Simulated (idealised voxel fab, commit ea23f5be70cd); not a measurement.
Process module, titled voxel transistor to metal
Square cells of 5 nm make up the cross-section cut, whose width is 215 nm.
Bands, listed from the top down, are how a cross-section gets written in this document; the cross-section itself is a grid of square cells, and a band is one or more rows of them.
The band entry comprises the height of the band's top followed by the height of its bottom, expressed in nm, and subsequently the band's materials from left to right, each stated together with its width in nm. Where a single material is marked with the word "throughout", that material fills the band from edge to edge. The word "empty" represents empty space.
Heads up on the height convention: 0 is the point under which the incoming wafer is all one material, and the lowest band has no bottom, it just keeps going down, like "from 0 down".
A two-number width, for instance "30 to 40", indicates that the width is equal to the first number in the top row of the band and to the second number in the bottom row, and that it changes by a constant amount per row of cells.
Reading "nothing changed" for a step: not a cell of the cross-section changed in it.
Voids not open to the top, 8 cells minimum: see "Fully sealed voids". Written width x height at distance; distance is from the left edge; nm.
Past the settings on a step's line: simulator remark, on that step.
overlay nm: where the mask lay relative to plan, measured to the right, on steps with a mask; negatives go left.

Process steps - plan
step 1: op RECEIVE | material Si
step 2: op CONFORMAL_DEP | material SiO2 | thk nm 5
step 3: op CONFORMAL_DEP | material SiN | thk nm 10
step 4: op MASKED_ETCH | tone cover | mask id ACTIVE | width nm 105 | etch materials SiN | depth nm 10 | overlay nm 0
step 5: op MASKED_ETCH | tone cover | mask id ACTIVE | width nm 105 | etch materials SiO2 | depth nm 5 | overlay nm 0
step 6: op MASKED_ETCH | tone cover | mask id ACTIVE | width nm 105 | etch materials Si | depth nm 20 | overlay nm 0
step 7: op FILL_DEP | material SiO2 | thk nm 10
step 8: op CMP | height nm 15
step 9: op SELECTIVE_ETCH | etch materials SiO2 | depth nm 10
step 10: op STRIP | etch materials SiN
step 11: op SELECTIVE_ETCH | etch materials SiO2 | depth nm 5
step 12: op OXIDIZE | depth nm 5
step 13: op DIRECTIONAL_DEP | material polySi | thk nm 30
step 14: op DIRECTIONAL_DEP | material SiCN | thk nm 10
step 15: op PATTERN | tone cover | mask id GATE | material resist | width nm 25 | thk nm 20 | overlay nm 0
step 16: op DIRECTIONAL_ETCH | etch materials SiCN | depth nm 20
step 17: op DIRECTIONAL_ETCH | etch materials polySi | depth nm 40
step 18: op STRIP | etch materials resist
step 19: op CONFORMAL_DEP | material SiN | thk nm 5
step 20: op DIRECTIONAL_ETCH | etch materials SiN | depth nm 5
step 21: op DIRECTIONAL_ETCH | etch materials SiO2 | depth nm 5
step 22: op EPI | material pSi | thk nm 5
step 23: op FILL_DEP | material SiO2 | thk nm 10
step 24: op CMP | height nm 30
step 25: op STRIP | etch materials polySi
step 26: op SELECTIVE_ETCH | etch materials SiO2 | depth nm 5
step 27: op CONFORMAL_DEP | material HfO2 | thk nm 5
step 28: op CONFORMAL_DEP | material TiN | thk nm 5
step 29: op FILL_DEP | material W | thk nm 5
step 30: op CMP | height nm 25
step 31: op DIRECTIONAL_DEP | material SiO2 | thk nm 15
step 32: op PATTERN | tone open | mask id CONTACT | material resist | width nm 15 | pitch nm 70 | thk nm 15 | overlay nm 0
step 33: op DIRECTIONAL_ETCH | etch materials SiO2 | depth nm 40
step 34: op STRIP | etch materials resist
step 35: op CONFORMAL_DEP | material TiN | thk nm 5
step 36: op FILL_DEP | material Ru | thk nm 5
step 37: op CMP | height nm 40
step 38: op DIRECTIONAL_DEP | material TiN | thk nm 5
step 39: op DIRECTIONAL_DEP | material W | thk nm 15
step 40: op DIRECTIONAL_DEP | material aC | thk nm 15
step 41: op PATTERN | tone cover | mask id METAL_1 | material resist | width nm 15 | pitch nm 70 | thk nm 35 | overlay nm 0
step 42: op DIRECTIONAL_ETCH | etch materials aC | depth nm 15
step 43: op STRIP | etch materials resist
step 44: op DIRECTIONAL_ETCH | etch materials W | depth nm 15
step 45: op DIRECTIONAL_ETCH | etch materials TiN | depth nm 5
step 46: op STRIP | etch materials aC
step 47: op CONFORMAL_DEP | material SiCN | thk nm 5
step 48: op FILL_DEP | material lowk | thk nm 5
step 49: op CMP | height nm 60
step 50: op CONFORMAL_DEP | material SiN | thk nm 5

Cross-section, incoming material, after step 1
- from 0 down  Si throughout
- Fully sealed voids: none

First of two wafers: cross-section at end of module, run per plan
- from 65 to 60  SiN throughout
- from 60 to 45  60 nm lowk | 5 nm SiCN | 15 nm W | 5 nm SiCN | 45 nm lowk | 5 nm SiCN | 15 nm W | 5 nm SiCN | 60 nm lowk
- from 45 to 40  65 nm SiCN | 15 nm TiN | 55 nm SiCN | 15 nm TiN | 65 nm SiCN
- from 40 to 25  65 nm SiO2 | 5 nm TiN | 5 nm Ru | 5 nm TiN | 55 nm SiO2 | 5 nm TiN | 5 nm Ru | 5 nm TiN | 65 nm SiO2
- from 25 to 5  65 nm SiO2 | 5 nm TiN | 5 nm Ru | 5 nm TiN | 10 nm SiO2 | 5 nm SiN | 5 nm HfO2 | 5 nm TiN | 5 nm W | 5 nm TiN | 5 nm HfO2 | 5 nm SiN | 10 nm SiO2 | 5 nm TiN | 5 nm Ru | 5 nm TiN | 65 nm SiO2
- from 5 to 0  65 nm SiO2 | 15 nm TiN | 10 nm SiO2 | 5 nm SiN | 5 nm HfO2 | 15 nm TiN | 5 nm HfO2 | 5 nm SiN | 10 nm SiO2 | 15 nm TiN | 65 nm SiO2
- from 0 to -5  50 nm SiO2 | 40 nm pSi | 35 nm HfO2 | 40 nm pSi | 50 nm SiO2
- from -5 to -20  55 nm SiO2 | 105 nm Si | 55 nm SiO2
- from -20 down  Si throughout
- Fully sealed voids: none

Second wafer at the end: like start, like plan, one mistake
- from 65 to 60  SiN throughout
- from 60 to 45  60 nm lowk | 5 nm SiCN | 15 nm W | 5 nm SiCN | 45 nm lowk | 5 nm SiCN | 15 nm W | 5 nm SiCN | 60 nm lowk
- from 45 to 40  65 nm SiCN | 15 nm TiN | 55 nm SiCN | 15 nm TiN | 65 nm SiCN
- from 40 to 25  65 nm SiO2 | 5 nm TiN | 5 nm Ru | 5 nm TiN | 55 nm SiO2 | 5 nm TiN | 5 nm Ru | 5 nm TiN | 65 nm SiO2
- from 25 to 20  65 nm SiO2 | 5 nm TiN | 5 nm Ru | 5 nm TiN | 10 nm SiO2 | 5 nm SiN | 5 nm HfO2 | 5 nm TiN | 5 nm W | 5 nm TiN | 5 nm HfO2 | 5 nm SiN | 10 nm SiO2 | 5 nm TiN | 5 nm Ru | 5 nm TiN | 65 nm SiO2
- from 20 to 15  65 nm SiO2 | 15 nm TiN | 10 nm SiO2 | 5 nm SiN | 5 nm HfO2 | 5 nm TiN | 5 nm W | 5 nm TiN | 5 nm HfO2 | 5 nm SiN | 10 nm SiO2 | 15 nm TiN | 65 nm SiO2
- from 15 to 5  90 nm SiO2 | 5 nm SiN | 5 nm HfO2 | 5 nm TiN | 5 nm W | 5 nm TiN | 5 nm HfO2 | 5 nm SiN | 90 nm SiO2
- from 5 to 0  90 nm SiO2 | 5 nm SiN | 5 nm HfO2 | 15 nm TiN | 5 nm HfO2 | 5 nm SiN | 90 nm SiO2
- from 0 to -5  50 nm SiO2 | 40 nm pSi | 35 nm HfO2 | 40 nm pSi | 50 nm SiO2
- from -5 to -20  55 nm SiO2 | 105 nm Si | 55 nm SiO2
- from -20 down  Si throughout
- Fully sealed voids: none
Misprocessing identified: step 31 of the plan was twice carried out
In the final state, the cell counts of the second wafer exceed or fall short of those of the first for the following materials: Ru -6; SiO2 +18; TiN -12
